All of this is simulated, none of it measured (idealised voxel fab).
process module | voxel self aligned contacts
cross-section cut | 300 nm wide | cells 5 nm
A cross-section is a grid of square cells, given in bands from the top down. A band is one or more rows of cells.
Each band's line starts with the height of the band's top and of its bottom, in nm. Then come its materials from left to right, each with its width in nm. One material with "throughout" fills the band from edge to edge. "air" is empty space.
Height 0 is the level under which the wafer as received is all one material. The lowest band goes on downwards, as in "0 down".
A width such as "30 to 40" changes by the same amount from each row of cells to the next, from the band's top row to its bottom row.
"no change" after a step means that no cell of the cross-section changed.
closed voids: empty space of 8 cells or more with no open way to the top, each as width x height at its distance from the left edge, in nm
after a step's settings: what the simulator itself notes on the step
overlay nm, on a step with a mask: how far to the right of its planned place the mask lay; to the left if negative
plan
1 op RECEIVE | material Si
2 op OXIDIZE | depth nm 5
3 op DIRECTIONAL_DEP | material polySi | thk nm 30
4 op DIRECTIONAL_DEP | material SiN | thk nm 20
5 op DIRECTIONAL_DEP | material aC | thk nm 15
6 op PATTERN | tone cover | mask id GATE | material resist | width nm 35 | pitch nm 80 | thk nm 35 | overlay nm 0
7 op DIRECTIONAL_ETCH | etch materials aC | depth nm 15
8 op STRIP | etch materials resist
9 op DIRECTIONAL_ETCH | etch materials SiN | depth nm 20
10 op DIRECTIONAL_ETCH | etch materials polySi | depth nm 30
11 op STRIP | etch materials aC
12 op CONFORMAL_DEP | material SiN | thk nm 10
13 op DIRECTIONAL_ETCH | etch materials SiN | depth nm 10
14 op FILL_DEP | material SiO2 | thk nm 20
15 op CMP | height nm 60
16 op PATTERN | tone open | mask id CONTACT | material resist | width nm 65 | thk nm 15 | overlay nm 0
17 op DIRECTIONAL_ETCH | etch materials SiO2 | depth nm 65
18 op STRIP | etch materials resist
19 op CONFORMAL_DEP | material TiN | thk nm 5
20 op FILL_DEP | material W | thk nm 5
21 op CMP | height nm 60
22 op CONFORMAL_DEP | material SiN | thk nm 5
as received, after step 1
  0 down: Si throughout
  closed voids: none
first wafer at the end, as planned
  65 to 60: SiN throughout
  60 to 50: SiO2 115 | TiN 5 to 25 | W 55 to 15 | TiN 5 to 25 | SiO2 120
  50 to 30: SiO2 80 | SiN 55 | TiN 5 | W 15 | TiN 5 | SiN 55 | SiO2 85
  30 to 0: SiO2 80 | SiN 10 | polySi 35 | SiN 10 | TiN 5 | W 15 | TiN 5 | SiN 10 | polySi 35 | SiN 10 | SiO2 85
  0 to -5: SiO2 135 | TiN 25 | SiO2 140
  -5 down: Si throughout
  closed voids: none
second wafer at the end: like start, like plan, one mistake
  65 to 60: SiN throughout
  60 to 50: W 110 to 75 | TiN 5 to 40 | SiO2 65 | TiN 5 to 40 | W 115 to 80
  50 to 30: W 75 | TiN 5 | SiN 55 | SiO2 25 | SiN 55 | TiN 5 | W 80
  30 to 0: W 75 | TiN 5 | SiN 10 | polySi 35 | SiN 10 | SiO2 25 | SiN 10 | polySi 35 | SiN 10 | TiN 5 | W 80
  0 to -5: TiN 80 | SiO2 135 | TiN 85
  -5 down: Si throughout
  closed voids: none
what went wrong: step 16 ran as: op PATTERN | tone cover | mask id CONTACT | material resist | width nm 65 | thk nm 15 | overlay nm 0
at the end the second wafer has, in cells: 376 fewer of SiO2 | 34 more of TiN | 342 more of W
